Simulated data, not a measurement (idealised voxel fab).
Module name: voxel wiring stack (process module)
Section shown: cut. Width: 275 nm. Cell size: 5 nm, square.
This document writes a cross-section as a grid whose cells are square, and gives it as bands, listed from the top down; one or more rows of cells form a band.
A band entry consists of two parts. The first gives the height of the band's top and the height of its bottom, in nm. The rest lists the band's materials from left to right, each with its width in nm. A single material labelled with the word "throughout" fills the band from edge to edge, and the word "empty" marks empty space.
Zero point of the height axis is 0; under it, received wafer = one material. Lowest band: continues down indefinitely, "0 -> down".
Quick explanation for "30->40": the width changes in equal steps down the rows of cells, from the first number in the band's top row to the second number in its bottom row.
"no change occurred" for a step: no cell of the cross-section changed in that step.
In the "Unvented internal voids" entry, you get each enclosed empty space of 8 cells or more, one with no open way to the top, written width x height at distance, distance from the left edge, in nm.
If you see something after the settings on a step's line, that's the simulator's own remark about that step.
The line of a step may include "overlay nm". On a step with a mask, this value is how far to the right of its planned place the mask lay. A negative value means the mask lay to the left.
The process steps that were planned are listed below
1,RECEIVE,material Si
2,CONFORMAL_DEP,material SiO2,thk nm 15
3,DIRECTIONAL_DEP,material TiN,thk nm 5
4,DIRECTIONAL_DEP,material Ru,thk nm 25
5,PATTERN,tone cover,mask id METAL_1,material resist,width nm 25,pitch nm 40,thk nm 20,overlay nm 0
6,DIRECTIONAL_ETCH,etch materials Ru,depth nm 25
7,DIRECTIONAL_ETCH,etch materials TiN,depth nm 5
8,STRIP,etch materials resist
9,FILL_DEP,material lowk,thk nm 10
10,CMP,height nm 45
11,CONFORMAL_DEP,material SiCN,thk nm 5
12,DIRECTIONAL_DEP,material SiO2,thk nm 30
13,DIRECTIONAL_DEP,material aC,thk nm 10
14,PATTERN,tone open,mask id METAL_2,material resist,width nm 25,pitch nm 40,thk nm 30,overlay nm 0
15,DIRECTIONAL_ETCH,etch materials aC,depth nm 10
16,STRIP,etch materials resist
17,DIRECTIONAL_ETCH,etch materials SiO2,depth nm 20
18,STRIP,etch materials aC
19,DIRECTIONAL_DEP,material aC,thk nm 15
20,PATTERN,tone open,mask id METAL_2_HOLES,material resist,width nm 15,pitch nm 80,thk nm 35,overlay nm 0
21,DIRECTIONAL_ETCH,etch materials aC,depth nm 15
22,STRIP,etch materials resist
23,DIRECTIONAL_ETCH,etch materials SiO2,depth nm 10
24,DIRECTIONAL_ETCH,etch materials SiCN,depth nm 5
25,STRIP,etch materials aC
26,CONFORMAL_DEP,material TiN,thk nm 5
27,FILL_DEP,material Cu,thk nm 10
28,CMP,height nm 80
29,CONFORMAL_DEP,material SiCN,thk nm 5
30,DIRECTIONAL_DEP,material SiO2,thk nm 30
31,PATTERN,tone open,mask id METAL_3,material resist,width nm 25,pitch nm 40,thk nm 15,overlay nm 0
32,DIRECTIONAL_ETCH,etch materials SiO2,depth nm 20
33,STRIP,etch materials resist
34,DIRECTIONAL_DEP,material aC,thk nm 10
35,PATTERN,tone open,mask id METAL_3_HOLES,material resist,width nm 15,pitch nm 80,thk nm 25,overlay nm 0
36,DIRECTIONAL_ETCH,etch materials aC,depth nm 10
37,STRIP,etch materials resist
38,DIRECTIONAL_ETCH,etch materials SiO2,depth nm 10
39,DIRECTIONAL_ETCH,etch materials SiCN,depth nm 5
40,STRIP,etch materials aC
41,CONFORMAL_DEP,material TiN,thk nm 5
42,FILL_DEP,material Ru,thk nm 5
43,CMP,height nm 115
44,CONFORMAL_DEP,material SiCN,thk nm 5
45,DIRECTIONAL_DEP,material SiO2,thk nm 30
46,PATTERN,tone open,mask id METAL_4_HOLES,material resist,width nm 15,pitch nm 40,thk nm 20,overlay nm 0
47,DIRECTIONAL_ETCH,etch materials SiO2,depth nm 30
48,STRIP,etch materials resist
49,PATTERN,tone open,mask id METAL_4,material resist,width nm 25,pitch nm 40,thk nm 20,overlay nm 0
50,DIRECTIONAL_ETCH,etch materials SiO2,depth nm 20
51,DIRECTIONAL_ETCH,etch materials SiCN,depth nm 5
52,STRIP,etch materials resist
53,CONFORMAL_DEP,material TiN,thk nm 5
54,FILL_DEP,material Cu,thk nm 5
55,CMP,height nm 150
56,CONFORMAL_DEP,material SiCN,thk nm 5
Shown in cross-section is the wafer as received, that is, as it stands after step 1
> 0 -> down: Si throughout
> Unvented internal voids: none
The first of two wafers, cross-sectioned at the end of the module, with the run proceeding as planned
> 155 -> 150: SiCN throughout
> 150 -> 135: 85 nm SiO2, 5 nm TiN, 15 nm Cu, 5 nm TiN, 15 nm SiO2, 5 nm TiN, 15 nm Cu, 5 nm TiN, 15 nm SiO2, 5 nm TiN, 15 nm Cu, 5 nm TiN, 85 nm SiO2
> 135 -> 130: 85 nm SiO2, 5 nm TiN, 5 nm Cu, 15 nm TiN, 15 nm SiO2, 5 nm TiN, 5 nm Cu, 15 nm TiN, 15 nm SiO2, 5 nm TiN, 5 nm Cu, 15 nm TiN, 85 nm SiO2
> 130 -> 120: 85 nm SiO2, 5 nm TiN, 5 nm Cu, 5 nm TiN, 25 nm SiO2, 5 nm TiN, 5 nm Cu, 5 nm TiN, 25 nm SiO2, 5 nm TiN, 5 nm Cu, 5 nm TiN, 95 nm SiO2
> 120 -> 115: 85 nm SiCN, 15 nm TiN, 25 nm SiCN, 15 nm TiN, 25 nm SiCN, 15 nm TiN, 95 nm SiCN
> 115 -> 100: 85 nm SiO2, 5 nm TiN, 15 nm Ru, 5 nm TiN, 15 nm SiO2, 5 nm TiN, 15 nm Ru, 5 nm TiN, 15 nm SiO2, 5 nm TiN, 15 nm Ru, 5 nm TiN, 85 nm SiO2
> 100 -> 95: 85 nm SiO2, 5 nm TiN, 5 nm Ru, 15 nm TiN, 15 nm SiO2, 25 nm TiN, 15 nm SiO2, 5 nm TiN, 5 nm Ru, 15 nm TiN, 85 nm SiO2
> 95 -> 85: 85 nm SiO2, 5 nm TiN, 5 nm Ru, 5 nm TiN, 65 nm SiO2, 5 nm TiN, 5 nm Ru, 5 nm TiN, 95 nm SiO2
> 85 -> 80: 85 nm SiCN, 15 nm TiN, 65 nm SiCN, 15 nm TiN, 95 nm SiCN
> 80 -> 65: 85 nm SiO2, 5 nm TiN, 15 nm Cu, 5 nm TiN, 15 nm SiO2, 5 nm TiN, 15 nm Cu, 5 nm TiN, 15 nm SiO2, 5 nm TiN, 15 nm Cu, 5 nm TiN, 85 nm SiO2
> 65 -> 60: 85 nm SiO2, 5 nm TiN, 5 nm Cu, 15 nm TiN, 15 nm SiO2, 25 nm TiN, 15 nm SiO2, 5 nm TiN, 5 nm Cu, 15 nm TiN, 85 nm SiO2
> 60 -> 50: 85 nm SiO2, 5 nm TiN, 5 nm Cu, 5 nm TiN, 65 nm SiO2, 5 nm TiN, 5 nm Cu, 5 nm TiN, 95 nm SiO2
> 50 -> 45: 85 nm SiCN, 15 nm TiN, 65 nm SiCN, 15 nm TiN, 95 nm SiCN
> 45 -> 20: 85 nm lowk, 25 nm Ru, 15 nm lowk, 25 nm Ru, 15 nm lowk, 25 nm Ru, 85 nm lowk
> 20 -> 15: 85 nm lowk, 25 nm TiN, 15 nm lowk, 25 nm TiN, 15 nm lowk, 25 nm TiN, 85 nm lowk
> 15 -> 0: SiO2 throughout
> 0 -> down: Si throughout
> Unvented internal voids: none
Same start, same plan as the first wafer - but one mistake in the run. Cross-section of the second of the two at the end of the module
> 155 -> 150: SiCN throughout
> 150 -> 135: 85 nm SiO2, 5 nm TiN, 15 nm Cu, 5 nm TiN, 15 nm SiO2, 5 nm TiN, 15 nm Cu, 5 nm TiN, 15 nm SiO2, 5 nm TiN, 15 nm Cu, 5 nm TiN, 85 nm SiO2
> 135 -> 130: 85 nm SiO2, 5 nm TiN, 5 nm Cu, 15 nm TiN, 15 nm SiO2, 5 nm TiN, 5 nm Cu, 15 nm TiN, 15 nm SiO2, 5 nm TiN, 5 nm Cu, 15 nm TiN, 85 nm SiO2
> 130 -> 120: 85 nm SiO2, 5 nm TiN, 5 nm Cu, 5 nm TiN, 25 nm SiO2, 5 nm TiN, 5 nm Cu, 5 nm TiN, 25 nm SiO2, 5 nm TiN, 5 nm Cu, 5 nm TiN, 95 nm SiO2
> 120 -> 115: 85 nm SiCN, 15 nm TiN, 25 nm SiCN, 15 nm TiN, 25 nm SiCN, 15 nm TiN, 95 nm SiCN
> 115 -> 100: 85 nm SiO2, 5 nm TiN, 15 nm Ru, 5 nm TiN, 15 nm SiO2, 5 nm TiN, 15 nm Ru, 5 nm TiN, 15 nm SiO2, 5 nm TiN, 15 nm Ru, 5 nm TiN, 85 nm SiO2
> 100 -> 95: 85 nm SiO2, 5 nm TiN, 5 nm Ru, 15 nm TiN, 15 nm SiO2, 25 nm TiN, 15 nm SiO2, 5 nm TiN, 5 nm Ru, 15 nm TiN, 85 nm SiO2
> 95 -> 85: 85 nm SiO2, 5 nm TiN, 5 nm Ru, 5 nm TiN, 65 nm SiO2, 5 nm TiN, 5 nm Ru, 5 nm TiN, 95 nm SiO2
> 85 -> 80: 85 nm SiCN, 15 nm TiN, 65 nm SiCN, 15 nm TiN, 95 nm SiCN
> 80 -> 65: 85 nm SiO2, 5 nm TiN, 15 nm Cu, 5 nm TiN, 15 nm SiO2, 5 nm TiN, 15 nm Cu, 5 nm TiN, 15 nm SiO2, 5 nm TiN, 15 nm Cu, 5 nm TiN, 85 nm SiO2
> 65 -> 60: 85 nm SiO2, 5 nm TiN, 5 nm Cu, 15 nm TiN, 15 nm SiO2, 25 nm TiN, 15 nm SiO2, 5 nm TiN, 5 nm Cu, 15 nm TiN, 85 nm SiO2
> 60 -> 50: 85 nm SiO2, 5 nm TiN, 5 nm Cu, 5 nm TiN, 65 nm SiO2, 5 nm TiN, 5 nm Cu, 5 nm TiN, 95 nm SiO2
> 50 -> 45: 85 nm SiCN, 15 nm TiN, 65 nm SiCN, 15 nm TiN, 95 nm SiCN
> 45 -> 40: lowk throughout
> 40 -> 15: 85 nm lowk, 25 nm Ru, 15 nm lowk, 25 nm Ru, 15 nm lowk, 25 nm Ru, 85 nm lowk
> 15 -> 0: SiO2 throughout
> 0 -> down: Si throughout
> Unvented internal voids: none
The plan and the run diverged here: plan step 3 skipped
It is noted that, at the conclusion of processing, the second wafer exhibits a higher or lower cell count for certain materials relative to the first: TiN -15; lowk +15
